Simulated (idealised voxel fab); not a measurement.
Name of the process module below: voxel capacitor over wiring
Square cell edge 5 nm, section width 300 nm, ID cut.
Cross-section spec: square-cell grid; bands listed top down; each band is one or more rows. Within each band entry, the heights of the top and of the bottom of the band appear first, in that order and in nm; the materials of the band then follow from left to right, each with its corresponding width in nm. The designation "throughout" on a single material indicates that it fills the band from edge to edge; the designation "blank" indicates empty space. Heights are reckoned from 0. Under this level, the received wafer is all of one material. The bottommost band is open-ended downward, for example "z 0 and below". The expression "30..40" gives the width at the extremes of the band, the first number at its top row of cells and the second at its bottom row, with the width changing by equal amounts from each row to the next in between. Step note "nothing got changed" = no cross-section cell changed. In the "Cavities, closed" entry, you get each enclosed empty space of 8 cells or more, one with no open way to the top, written width x height at distance, distance from the left edge, in nm. It should be noted that, on the line of a given step, the content following the step's settings is a remark produced by the simulator itself with respect to that step. When a step includes a mask, the "overlay nm" setting on its line states how far to the right of its planned place that mask lay, and negative values state how far to the left.

Below is the list of planned process steps:
- 1: RECEIVE,material Si
- 2: CONFORMAL_DEP,material SiO2,thk nm 15
- 3: DIRECTIONAL_DEP,material TiN,thk nm 5
- 4: DIRECTIONAL_DEP,material Ru,thk nm 20
- 5: DIRECTIONAL_DEP,material aC,thk nm 15
- 6: PATTERN,tone cover,mask id METAL_1,material resist,width nm 25,pitch nm 90,thk nm 35,overlay nm 0
- 7: DIRECTIONAL_ETCH,etch materials aC,depth nm 15
- 8: STRIP,etch materials resist
- 9: DIRECTIONAL_ETCH,etch materials Ru,depth nm 20
- 10: DIRECTIONAL_ETCH,etch materials TiN,depth nm 5
- 11: STRIP,etch materials aC
- 12: FILL_DEP,material lowk,thk nm 10
- 13: CMP,height nm 40
- 14: CONFORMAL_DEP,material SiCN,thk nm 5
- 15: DIRECTIONAL_DEP,material lowk,thk nm 20
- 16: PATTERN,tone open,mask id PLUG_1,material resist,width nm 15,thk nm 20,overlay nm 0
- 17: DIRECTIONAL_ETCH,etch materials lowk,depth nm 20
- 18: DIRECTIONAL_ETCH,etch materials SiCN,depth nm 5
- 19: STRIP,etch materials resist
- 20: CONFORMAL_DEP,material TiN,thk nm 5
- 21: FILL_DEP,material W,thk nm 10
- 22: CMP,height nm 65
- 23: DIRECTIONAL_DEP,material TiN,thk nm 5
- 24: DIRECTIONAL_DEP,material Al2O3,thk nm 5
- 25: DIRECTIONAL_DEP,material TiN,thk nm 10
- 26: DIRECTIONAL_DEP,material aC,thk nm 15
- 27: PATTERN,tone cover,mask id UPPER_PLATE,material resist,width nm 70,thk nm 30,overlay nm 0
- 28: DIRECTIONAL_ETCH,etch materials aC,depth nm 15
- 29: STRIP,etch materials resist
- 30: DIRECTIONAL_ETCH,etch materials TiN,depth nm 10
- 31: DIRECTIONAL_ETCH,etch materials Al2O3,depth nm 5
- 32: STRIP,etch materials aC
- 33: MASKED_ETCH,tone cover,mask id LOWER_PLATE,width nm 80,etch materials TiN,depth nm 5,overlay nm 0
- 34: FILL_DEP,material SiO2,thk nm 20
- 35: CMP,height nm 100
- 36: PATTERN,tone open,mask id PLUG_2,material resist,width nm 15,thk nm 20,overlay nm 0
- 37: DIRECTIONAL_ETCH,etch materials SiO2,depth nm 15
- 38: STRIP,etch materials resist
- 39: CONFORMAL_DEP,material TiN,thk nm 5
- 40: FILL_DEP,material Ru,thk nm 5
- 41: CMP,height nm 100
- 42: CONFORMAL_DEP,material SiN,thk nm 5

This is the cross-section of the wafer as we received it, i.e. after step 1:
  z 0 and below  Si throughout
  Cavities, closed: none

End-of-module cross-section. Starting structure and process plan as above; one mistake made in running it:
  z 105 to 100  SiN throughout
  z 100 to 90  SiO2 110 nm | TiN 5 nm | Ru 5 nm | TiN 5 nm | SiO2 175 nm
  z 90 to 85  SiO2 110 nm | TiN 15 nm | SiO2 175 nm
  z 85 to 75  SiO2 105 nm | TiN 60 nm | SiO2 135 nm
  z 75 to 70  SiO2 105 nm | Al2O3 60 nm | SiO2 135 nm
  z 70 to 65  SiO2 95 nm | TiN 80 nm | SiO2 125 nm
  z 65 to 45  lowk 100 nm | TiN 5 nm | W 5 nm | TiN 5 nm | lowk 185 nm
  z 45 to 40  SiCN 100 nm | TiN 15 nm | SiCN 185 nm
  z 40 to 20  lowk 90 nm | Ru 25 nm | lowk 65 nm | Ru 25 nm | lowk 95 nm
  z 20 to 15  lowk 90 nm | TiN 25 nm | lowk 65 nm | TiN 25 nm | lowk 95 nm
  z 15 to 0  SiO2 throughout
  z 0 and below  Si throughout
  Cavities, closed: none
Deviation noted in wafer processing: planned and actual differ for step 27; actual: PATTERN,tone cover,mask id UPPER_PLATE,material resist,width nm 60,thk nm 30,overlay nm 0
